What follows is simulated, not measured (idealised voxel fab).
The following is a process module called voxel released beams.
165 nm wide, 5 nm square cells: that's cross-section cut.
Bands, listed from the top down, are how a cross-section gets written in this document; the cross-section itself is a grid of square cells, and a band is one or more rows of them. Each band's line starts with the height of the band's top and of its bottom, in nm. Then come its materials from left to right, each with its width in nm. One material with "edge to edge" fills the band from edge to edge. "empty" is empty space. Heights from 0 (as-received wafer is one material below). Bottom band endless downward, as "0 -> down". It should be noted that a width expressed as "30->40" varies in equal increments from row to row of cells within the band, taking the value of the first number at the top row and that of the second number at the bottom row. What does "no alterations made" mean for a step? It means no cell of the cross-section changed in that step. Closed empty spaces (no open way to the top) of 8 cells or more are what "Encapsulated voids" lists, each as width x height at distance from the left edge, nm for all three. The remark found on a step's line after its settings is issued by the simulator itself and pertains to that step. overlay nm: mask offset rightward from planned place, masked step; negative means leftward offset.

-- plan
1) RECEIVE, material Si
2) CONFORMAL_DEP, material SiN, thk nm 10
3) DIRECTIONAL_DEP, material SiO2, thk nm 20
4) PATTERN, tone open, mask id ANCHOR, material resist, width nm 30, thk nm 20, overlay nm 0
5) DIRECTIONAL_ETCH, etch materials SiO2, depth nm 20
6) STRIP, etch materials resist
7) CONFORMAL_DEP, material TiN, thk nm 10
8) MASKED_ETCH, tone cover, mask id BEAM, width nm 115, etch materials TiN, depth nm 10, overlay nm 0
9) STRIP, etch materials SiO2

-- Incoming wafer, cross-sectional view, post step 1
  0 -> down  Si edge to edge
  Encapsulated voids: none

-- The module was run from the start shown above using the plan shown above, but one mistake was made doing it; the resulting wafer cross-section is below
  40 -> 30  empty 20  TiN 45  empty 100
  30 -> 20  empty 15  TiN 10  SiO2 30  TiN 10  empty 100
  20 -> 10  empty 15  TiN 10  SiO2 30  TiN 80  empty 30
  10 -> 0  SiN edge to edge
  0 -> down  Si edge to edge
  Encapsulated voids: none
Deviation noted in wafer processing: so step 4 ended up running with a different setting than we planned, it ran as PATTERN, tone cover, mask id ANCHOR, material resist, width nm 30, thk nm 20, overlay nm 0
